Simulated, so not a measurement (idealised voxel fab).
process module | voxel self aligned contacts
cross-section cut | 185 nm wide | cells 5 nm
A cross-section is a grid of square cells, given in bands from the top down. A band is one or more rows of cells.
Each band's line starts with the height of the band's top and of its bottom, in nm. Then come its materials from left to right, each with its width in nm. One material with "throughout" fills the band from edge to edge. "air" is empty space.
Height 0 is the level under which the wafer as received is all one material. The lowest band goes on downwards, as in "0 down".
A width such as "30 to 40" changes by the same amount from each row of cells to the next, from the band's top row to its bottom row.
"no change" after a step means that no cell of the cross-section changed.
closed voids: empty space of 8 cells or more with no open way to the top, each as width x height at its distance from the left edge, in nm
after a step's settings: what the simulator itself notes on the step
overlay nm, on a step with a mask: how far to the right of its planned place the mask lay; to the left if negative
plan
1 op RECEIVE | material Si
2 op CONFORMAL_DEP | material SiO2 | thk nm 5
3 op DIRECTIONAL_DEP | material polySi | thk nm 25
4 op DIRECTIONAL_DEP | material SiN | thk nm 25
5 op DIRECTIONAL_DEP | material aC | thk nm 15
6 op PATTERN | tone cover | mask id GATE | material resist | width nm 35 | pitch nm 70 | thk nm 30 | overlay nm -15
7 op DIRECTIONAL_ETCH | etch materials aC | depth nm 15
8 op STRIP | etch materials resist
9 op DIRECTIONAL_ETCH | etch materials SiN | depth nm 25
10 op DIRECTIONAL_ETCH | etch materials polySi | depth nm 25
11 op STRIP | etch materials aC
12 op CONFORMAL_DEP | material SiN | thk nm 10
13 op DIRECTIONAL_ETCH | etch materials SiN | depth nm 10
14 op FILL_DEP | material SiO2 | thk nm 10
15 op CMP | height nm 60
16 op PATTERN | tone open | mask id CONTACT | material resist | width nm 55 | thk nm 20 | overlay nm 0
17 op DIRECTIONAL_ETCH | etch materials SiO2 | depth nm 60
18 op STRIP | etch materials resist
19 op CONFORMAL_DEP | material TiN | thk nm 5
20 op FILL_DEP | material W | thk nm 5
21 op CMP | height nm 60
22 op CONFORMAL_DEP | material SiCN | thk nm 5
varied across the wafers: overlay nm of step 6. The plan shows the first wafer's value. All wafers start alike
first wafer as received, after step 1
  0 down: Si throughout
  closed voids: none
first wafer at the end, after step 22
  65 to 60: SiCN throughout
  60 to 55: SiO2 65 | TiN 10 | W 5 | TiN 40 | SiO2 65
  55 to 30: SiO2 15 | SiN 55 | TiN 5 | W 5 | TiN 5 | SiN 55 | SiO2 45
  30 to 5: SiO2 15 | SiN 10 | polySi 35 | SiN 10 | TiN 5 | W 5 | TiN 5 | SiN 10 | polySi 35 | SiN 10 | SiO2 45
  5 to 0: SiO2 70 | TiN 15 | SiO2 100
  0 down: Si throughout
  closed voids: none
last wafer at the end
  65 to 60: SiCN throughout
  60 to 55: SiO2 65 | TiN 40 | W 5 | TiN 10 | SiO2 65
  55 to 30: SiO2 45 | SiN 55 | TiN 5 | W 5 | TiN 5 | SiN 55 | SiO2 15
  30 to 5: SiO2 45 | SiN 10 | polySi 35 | SiN 10 | TiN 5 | W 5 | TiN 5 | SiN 10 | polySi 35 | SiN 10 | SiO2 15
  5 to 0: SiO2 100 | TiN 15 | SiO2 70
  0 down: Si throughout
  closed voids: none
each wafer at the end: cells of each material gained (+) or lost (-) since it was received, then its closed voids
overlay nm -15 | +37 SiCN | +150 SiN | +180 SiO2 | +33 TiN | +11 W | +70 polySi | closed voids: none
overlay nm -10 | +37 SiCN | +150 SiN | +180 SiO2 | +33 TiN | +11 W | +70 polySi | closed voids: none
overlay nm -5 | +37 SiCN | +150 SiN | +180 SiO2 | +33 TiN | +11 W | +70 polySi | closed voids: none
overlay nm 0 | +37 SiCN | +150 SiN | +180 SiO2 | +33 TiN | +11 W | +70 polySi | closed voids: none
overlay nm 5 | +37 SiCN | +150 SiN | +180 SiO2 | +33 TiN | +11 W | +70 polySi | closed voids: none
overlay nm 10 | +37 SiCN | +150 SiN | +180 SiO2 | +33 TiN | +11 W | +70 polySi | closed voids: none
overlay nm 15 | +37 SiCN | +150 SiN | +180 SiO2 | +33 TiN | +11 W | +70 polySi | closed voids: none
